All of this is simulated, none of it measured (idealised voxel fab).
process module | voxel wiring stack
cross-section cut | 265 nm wide | cells 5 nm
A cross-section is a grid of square cells, given in bands from the top down. A band is one or more rows of cells.
Each band's line starts with the height of the band's top and of its bottom, in nm. Then come its materials from left to right, each with its width in nm. One material with "throughout" fills the band from edge to edge. "air" is empty space.
Height 0 is the level under which the wafer as received is all one material. The lowest band goes on downwards, as in "0 down".
A width such as "30 to 40" changes by the same amount from each row of cells to the next, from the band's top row to its bottom row.
"no change" after a step means that no cell of the cross-section changed.
closed voids: empty space of 8 cells or more with no open way to the top, each as width x height at its distance from the left edge, in nm
after a step's settings: what the simulator itself notes on the step
overlay nm, on a step with a mask: how far to the right of its planned place the mask lay; to the left if negative
plan
1 op RECEIVE | material Si
2 op CONFORMAL_DEP | material SiO2 | thk nm 10
3 op CONFORMAL_DEP | material SiCN | thk nm 5
4 op DIRECTIONAL_DEP | material lowk | thk nm 25
5 op PATTERN | tone open | mask id METAL_1 | material resist | width nm 20 | pitch nm 45 | thk nm 20 | overlay nm 0
6 op DIRECTIONAL_ETCH | etch materials lowk | depth nm 25
7 op DIRECTIONAL_ETCH | etch materials SiCN | depth nm 5
8 op STRIP | etch materials resist
9 op CONFORMAL_DEP | material TiN | thk nm 5
10 op FILL_DEP | material Cu | thk nm 10
11 op CMP | height nm 40
12 op CONFORMAL_DEP | material SiCN | thk nm 5
13 op DIRECTIONAL_DEP | material lowk | thk nm 30
14 op MASKED_ETCH | tone open | mask id METAL_2 | width nm 20 | pitch nm 45 | etch materials lowk | depth nm 15 | overlay nm 0
15 op DIRECTIONAL_DEP | material aC | thk nm 10
16 op PATTERN | tone open | mask id METAL_2_HOLES | material resist | width nm 15 | pitch nm 45 | thk nm 30 | overlay nm 0
17 op DIRECTIONAL_ETCH | etch materials aC | depth nm 10
18 op STRIP | etch materials resist
19 op DIRECTIONAL_ETCH | etch materials lowk | depth nm 15
20 op DIRECTIONAL_ETCH | etch materials SiCN | depth nm 5
21 op STRIP | etch materials aC
22 op CONFORMAL_DEP | material TiN | thk nm 5
23 op FILL_DEP | material Cu | thk nm 10
24 op CMP | height nm 75
25 op CONFORMAL_DEP | material SiCN | thk nm 5
26 op DIRECTIONAL_DEP | material SiO2 | thk nm 15
27 op DIRECTIONAL_DEP | material aC | thk nm 15
28 op PATTERN | tone open | mask id PLUG_2 | material resist | width nm 15 | pitch nm 90 | thk nm 35 | overlay nm 0
29 op DIRECTIONAL_ETCH | etch materials aC | depth nm 15
30 op STRIP | etch materials resist
31 op DIRECTIONAL_ETCH | etch materials SiO2 | depth nm 15
32 op DIRECTIONAL_ETCH | etch materials SiCN | depth nm 5
33 op STRIP | etch materials aC
34 op EPI | material Ru | thk nm 10
35 op EPI | material Ru | thk nm 10
36 op DIRECTIONAL_DEP | material TiN | thk nm 5
37 op DIRECTIONAL_DEP | material Ru | thk nm 25
38 op MASKED_ETCH | tone cover | mask id METAL_3 | width nm 20 | pitch nm 45 | etch materials Ru | depth nm 25 | overlay nm 0
39 op MASKED_ETCH | tone cover | mask id METAL_3 | width nm 20 | pitch nm 45 | etch materials TiN | depth nm 5 | overlay nm 0
40 op FILL_DEP | material SiO2 | thk nm 10
41 op CMP | height nm 125
42 op CONFORMAL_DEP | material SiCN | thk nm 5
43 op DIRECTIONAL_DEP | material lowk | thk nm 25
44 op MASKED_ETCH | tone open | mask id METAL_4_HOLES | width nm 15 | pitch nm 45 | etch materials lowk | depth nm 25 | overlay nm 0
45 op PATTERN | tone open | mask id METAL_4 | material resist | width nm 20 | pitch nm 45 | thk nm 15 | overlay nm 0
46 op DIRECTIONAL_ETCH | etch materials lowk | depth nm 15
47 op DIRECTIONAL_ETCH | etch materials SiCN | depth nm 5
48 op STRIP | etch materials resist
49 op CONFORMAL_DEP | material TiN | thk nm 5
50 op FILL_DEP | material Cu | thk nm 10
51 op CMP | height nm 155
52 op CONFORMAL_DEP | material SiN | thk nm 5
as received, after step 1
  0 down: Si throughout
  closed voids: none
first wafer at the end, as planned
  160 to 155: SiN throughout
  155 to 145: lowk 55 | TiN 5 | Cu 10 | TiN 5 | lowk 25 | TiN 5 | Cu 10 | TiN 5 | lowk 25 | TiN 5 | Cu 10 | TiN 5 | lowk 25 | TiN 5 | Cu 10 | TiN 5 | lowk 55
  145 to 140: lowk 55 | TiN 5 | Cu 5 | TiN 10 | lowk 25 | TiN 5 | Cu 5 | TiN 10 | lowk 25 | TiN 5 | Cu 5 | TiN 10 | lowk 25 | TiN 5 | Cu 5 | TiN 10 | lowk 55
  140 to 130: lowk 55 | TiN 5 | Cu 5 | TiN 5 | lowk 30 | TiN 5 | Cu 5 | TiN 5 | lowk 30 | TiN 5 | Cu 5 | TiN 5 | lowk 30 | TiN 5 | Cu 5 | TiN 5 | lowk 60
  130 to 125: SiCN 55 | TiN 15 | SiCN 30 | TiN 15 | SiCN 30 | TiN 15 | SiCN 30 | TiN 15 | SiCN 60
  125 to 100: SiO2 55 | Ru 20 | SiO2 25 | Ru 20 | SiO2 25 | Ru 20 | SiO2 25 | Ru 20 | SiO2 55
  100 to 95: SiO2 55 | TiN 20 | SiO2 25 | TiN 20 | SiO2 25 | TiN 20 | SiO2 25 | TiN 20 | SiO2 55
  95 to 80: SiO2 55 | Ru 15 | SiO2 75 | Ru 15 | SiO2 105
  80 to 75: SiCN 55 | Ru 15 | SiCN 75 | Ru 15 | SiCN 105
  75 to 65: lowk 55 | TiN 5 | Cu 10 | TiN 5 | lowk 25 | TiN 5 | Cu 10 | TiN 5 | lowk 25 | TiN 5 | Cu 10 | TiN 5 | lowk 25 | TiN 5 | Cu 10 | TiN 5 | lowk 55
  65 to 60: lowk 55 | TiN 5 | Cu 5 | TiN 10 | lowk 25 | TiN 5 | Cu 5 | TiN 10 | lowk 25 | TiN 5 | Cu 5 | TiN 10 | lowk 25 | TiN 5 | Cu 5 | TiN 10 | lowk 55
  60 to 45: lowk 55 | TiN 5 | Cu 5 | TiN 5 | lowk 30 | TiN 5 | Cu 5 | TiN 5 | lowk 30 | TiN 5 | Cu 5 | TiN 5 | lowk 30 | TiN 5 | Cu 5 | TiN 5 | lowk 60
  45 to 40: SiCN 55 | TiN 15 | SiCN 30 | TiN 15 | SiCN 30 | TiN 15 | SiCN 30 | TiN 15 | SiCN 60
  40 to 15: lowk 55 | TiN 5 | Cu 10 | TiN 5 | lowk 25 | TiN 5 | Cu 10 | TiN 5 | lowk 25 | TiN 5 | Cu 10 | TiN 5 | lowk 25 | TiN 5 | Cu 10 | TiN 5 | lowk 55
  15 to 10: SiCN 55 | TiN 20 | SiCN 25 | TiN 20 | SiCN 25 | TiN 20 | SiCN 25 | TiN 20 | SiCN 55
  10 to 0: SiO2 throughout
  0 down: Si throughout
  closed voids: none
second wafer at the end: like start, like plan, one mistake
  160 to 155: SiN throughout
  155 to 145: lowk 55 | TiN 5 | Cu 10 | TiN 5 | lowk 25 | TiN 5 | Cu 10 | TiN 5 | lowk 25 | TiN 5 | Cu 10 | TiN 5 | lowk 25 | TiN 5 | Cu 10 | TiN 5 | lowk 55
  145 to 140: lowk 55 | TiN 5 | Cu 5 | TiN 10 | lowk 25 | TiN 5 | Cu 5 | TiN 10 | lowk 25 | TiN 5 | Cu 5 | TiN 10 | lowk 25 | TiN 5 | Cu 5 | TiN 10 | lowk 55
  140 to 130: lowk 55 | TiN 5 | Cu 5 | TiN 5 | lowk 30 | TiN 5 | Cu 5 | TiN 5 | lowk 30 | TiN 5 | Cu 5 | TiN 5 | lowk 30 | TiN 5 | Cu 5 | TiN 5 | lowk 60
  130 to 125: SiCN 55 | TiN 15 | SiCN 30 | TiN 15 | SiCN 30 | TiN 15 | SiCN 30 | TiN 15 | SiCN 60
  125 to 105: SiO2 70 | Ru 5 | SiO2 25 | Ru 20 | SiO2 40 | Ru 5 | SiO2 25 | Ru 20 | SiO2 55
  105 to 100: SiO2 55 | Ru 20 | SiO2 25 | Ru 20 | SiO2 25 | Ru 20 | SiO2 25 | Ru 20 | SiO2 55
  100 to 95: SiO2 55 | Ru 15 | TiN 5 | SiO2 25 | TiN 20 | SiO2 25 | Ru 15 | TiN 5 | SiO2 25 | TiN 20 | SiO2 55
  95 to 80: SiO2 55 | Ru 15 | SiO2 75 | Ru 15 | SiO2 105
  80 to 75: SiCN 55 | TiN 15 | SiCN 75 | TiN 15 | SiCN 105
  75 to 45: lowk throughout
  45 to 40: SiCN throughout
  40 to 15: lowk 55 | TiN 5 | Cu 10 | TiN 5 | lowk 25 | TiN 5 | Cu 10 | TiN 5 | lowk 25 | TiN 5 | Cu 10 | TiN 5 | lowk 25 | TiN 5 | Cu 10 | TiN 5 | lowk 55
  15 to 10: SiCN 55 | TiN 20 | SiCN 25 | TiN 20 | SiCN 25 | TiN 20 | SiCN 25 | TiN 20 | SiCN 55
  10 to 0: SiO2 throughout
  0 down: Si throughout
  closed voids: none
what went wrong: step 13 was run twice
at the end the second wafer has, in cells: 32 fewer of Cu | 24 fewer of Ru | 12 more of SiCN | 24 more of SiO2 | 64 fewer of TiN | 84 more of lowk
